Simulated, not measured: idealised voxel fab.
process module | voxel self aligned contacts
cross-section cut | 225 nm wide | cells 5 nm
A cross-section is a grid of square cells, given in bands from the top down. A band is one or more rows of cells.
Each band's line starts with the height of the band's top and of its bottom, in nm. Then come its materials from left to right, each with its width in nm. One material with "throughout" fills the band from edge to edge. "air" is empty space.
Height 0 is the level under which the wafer as received is all one material. The lowest band goes on downwards, as in "0 down".
A width such as "30 to 40" changes by the same amount from each row of cells to the next, from the band's top row to its bottom row.
"no change" after a step means that no cell of the cross-section changed.
closed voids: empty space of 8 cells or more with no open way to the top, each as width x height at its distance from the left edge, in nm
after a step's settings: what the simulator itself notes on the step
overlay nm, on a step with a mask: how far to the right of its planned place the mask lay; to the left if negative
plan
1 op RECEIVE | material Si
2 op CONFORMAL_DEP | material SiO2 | thk nm 5
3 op DIRECTIONAL_DEP | material polySi | thk nm 25
4 op DIRECTIONAL_DEP | material SiN | thk nm 15
5 op PATTERN | tone cover | mask id GATE | material resist | width nm 35 | pitch nm 60 | thk nm 15 | overlay nm 0
6 op DIRECTIONAL_ETCH | etch materials SiN | depth nm 15
7 op DIRECTIONAL_ETCH | etch materials polySi | depth nm 25
8 op STRIP | etch materials resist
9 op CONFORMAL_DEP | material SiN | thk nm 5
10 op DIRECTIONAL_ETCH | etch materials SiN | depth nm 5
11 op FILL_DEP | material SiO2 | thk nm 20
12 op CMP | height nm 55
13 op MASKED_ETCH | tone open | mask id CONTACT | width nm 35 | etch materials SiO2 | depth nm 55 | overlay nm 0
14 op CONFORMAL_DEP | material TiN | thk nm 5
15 op FILL_DEP | material Ru | thk nm 5
16 op CMP | height nm 55
17 op CONFORMAL_DEP | material SiN | thk nm 5
as received, after step 1
  0 down: Si throughout
  closed voids: none
a wafer at the end: this start, this plan, one mistake
  60 to 55: SiN throughout
  55 to 45: SiO2 95 | TiN 5 to 15 | Ru 25 to 5 | TiN 5 to 15 | SiO2 95
  45 to 25: SiO2 60 | SiN 5 | polySi 35 | SiN 5 | TiN 5 | Ru 5 | TiN 5 | SiN 5 | polySi 35 | SiN 5 | SiO2 60
  25 to 20: SiO2 60 | SiN 5 | polySi 35 | SiN 5 | TiN 15 | SiN 5 | polySi 35 | SiN 5 | SiO2 60
  20 to 5: SiN throughout
  5 to 0: SiO2 throughout
  0 down: Si throughout
  closed voids: none
what went wrong: steps 3 and 4 were swapped
